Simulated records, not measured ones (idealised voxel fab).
Process module under the name voxel self aligned contacts
Shown is cross-section cut, with a width of 265 nm and square cells of size 5 nm.
Reading order for cross-sections: top band down to bottom band. Underlying form: a grid of square cells. Band size: one or more rows of cells.
This entry defines a band. It first specifies the height of the band's top and the height of its bottom in nm, and then specifies the band's materials from left to right, stating each material with its width in nm. The word "throughout" identifies a single material that fills the band from edge to edge, while the word "air" identifies empty space.
Heights from 0 (as-received wafer is one material below). Bottom band endless downward, as "0..down".
Width "30->40": first value at the band's top row of cells, second value at its bottom row, equal change from row to row.
Step note "nothing changed" = no cross-section cell changed.
This entry, "Trapped voids", enumerates those empty regions of no fewer than 8 cells that possess no open connection to the top. Each region is reported in the form width x height at distance, the distance being taken from the left edge, with all three quantities expressed in nm.
Where a step's line continues beyond its settings, the continuation is a remark by the simulator itself on that step.
overlay nm: right-of-plan distance of the mask on a masked step; negative values mean left-of-plan.
**Process steps (planned)**
1. RECEIVE [material Si]
2. CONFORMAL_DEP [material SiO2] [thk nm 5]
3. DIRECTIONAL_DEP [material polySi] [thk nm 25]
4. DIRECTIONAL_DEP [material SiN] [thk nm 20]
5. PATTERN [tone cover] [mask id GATE] [material resist] [width nm 30] [pitch nm 70] [thk nm 20] [overlay nm 0]
6. DIRECTIONAL_ETCH [etch materials SiN] [depth nm 20]
7. DIRECTIONAL_ETCH [etch materials polySi] [depth nm 25]
8. STRIP [etch materials resist]
9. CONFORMAL_DEP [material SiN] [thk nm 10]
10. DIRECTIONAL_ETCH [etch materials SiN] [depth nm 10]
11. FILL_DEP [material SiO2] [thk nm 15]
12. CMP [height nm 60]
13. MASKED_ETCH [tone open] [mask id CONTACT] [width nm 50] [pitch nm 70] [etch materials SiO2] [depth nm 60] [overlay nm 0]
14. CONFORMAL_DEP [material TiN] [thk nm 5]
15. FILL_DEP [material Ru] [thk nm 10]
16. CMP [height nm 60]
17. CONFORMAL_DEP [material SiN] [thk nm 5]
**As received (post step 1): cross-section**
> 0..down  Si throughout
> Trapped voids: none
**The cross-section shown corresponds to the wafer at the conclusion of the module. The initial structure and the process plan are those presented above; however, one mistake occurred in executing the plan**
> 65..60  SiN throughout
> 60..50  70 of SiO2, 5->15 of TiN, 40->10 of Ru, 5->25 of TiN, 20 of SiO2, 5->15 of TiN, 40->10 of Ru, 5->25 of TiN, 75 of SiO2
> 50..30  30 of SiO2, 50 of SiN, 5 of TiN, 10 of Ru, 5 of TiN, 50 of SiN, 5 of TiN, 10 of Ru, 5 of TiN, 50 of SiN, 45 of SiO2
> 30..5  30 of SiO2, 10 of SiN, 30 of polySi, 10 of SiN, 5 of TiN, 10 of Ru, 5 of TiN, 10 of SiN, 30 of polySi, 10 of SiN, 5 of TiN, 10 of Ru, 5 of TiN, 10 of SiN, 30 of polySi, 10 of SiN, 45 of SiO2
> 5..0  80 of SiO2, 20 of TiN, 50 of SiO2, 20 of TiN, 95 of SiO2
> 0..down  Si throughout
> Trapped voids: none
Heads up, the wafer didn't run the way we planned it: step 5 ran differently from the plan; actual operation with settings: PATTERN [tone cover] [mask id GATE] [material resist] [width nm 30] [pitch nm 70] [thk nm 20] [overlay nm -5]
